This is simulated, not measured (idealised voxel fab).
Process module heading - voxel released beams
Each square cell in cross-section cut measures 5 nm, and the section as a whole is 265 nm wide.
A cross-section is written here as square cells arranged in a grid, and it is given in bands from the top down, each band taking up one or more rows of cells. Top height, bottom height, nm. Materials left to right, width each, nm. Single material + "full width" = fills band edge to edge. "blank" = empty. Beneath 0, the wafer as received is one material, and that level is where height counting begins. The lowest band goes on downward without a bottom; it is written like "0..down". The two numbers in a width such as "30->40" mark its ends across the band: the first belongs to the top row of cells, the second to the bottom row, and from each row to the next the width moves by the same amount. Where the words "no alteration" appear for a step, the cross-section shows no cell changed by that step; every cell remained as before. Empty spaces counting at least 8 cells and having no open way to the top are listed in "Trapped voids". The notation width x height at distance is used for each, the distance being from the left edge and all three values in nm. Anything after a step's settings on that line? It's the simulator's own note about the step. "overlay nm", when on a step's line for a step with a mask, measures how far to the right of its planned place the mask lay; a negative measure means to the left.
-- The steps planned for the process are as follows
step 1: RECEIVE (material Si)
step 2: CONFORMAL_DEP (material Al2O3; thk nm 10)
step 3: DIRECTIONAL_DEP (material SiO2; thk nm 10)
step 4: MASKED_ETCH (tone open; mask id ANCHOR; width nm 40; etch materials SiO2; depth nm 10; overlay nm 0)
step 5: CONFORMAL_DEP (material W; thk nm 15)
step 6: MASKED_ETCH (tone cover; mask id BEAM; width nm 90; etch materials W; depth nm 15; overlay nm -15)
step 7: STRIP (etch materials SiO2)
Heads up: all these wafers start the same, and what changes between them is the overlay nm in step 6. The value you see in the plan is just what the first wafer got.
-- As-received state after step 1, first of several wafers, cross-section
* 0..down: Si full width
* Trapped voids: none
-- Take any row and you have a wafer at the end of the module: how many cells of each material it has gained (+) or lost (-) since it was received, and then its closed voids
overlay nm -15 | +106 Al2O3 | +66 W | Trapped voids: none
overlay nm -10 | +106 Al2O3 | +66 W | Trapped voids: none
overlay nm -5 | +106 Al2O3 | +66 W | Trapped voids: none
overlay nm 0 | +106 Al2O3 | +66 W | Trapped voids: none
overlay nm 5 | +106 Al2O3 | +66 W | Trapped voids: none
overlay nm 10 | +106 Al2O3 | +66 W | Trapped voids: none
overlay nm 15 | +106 Al2O3 | +66 W | Trapped voids: none
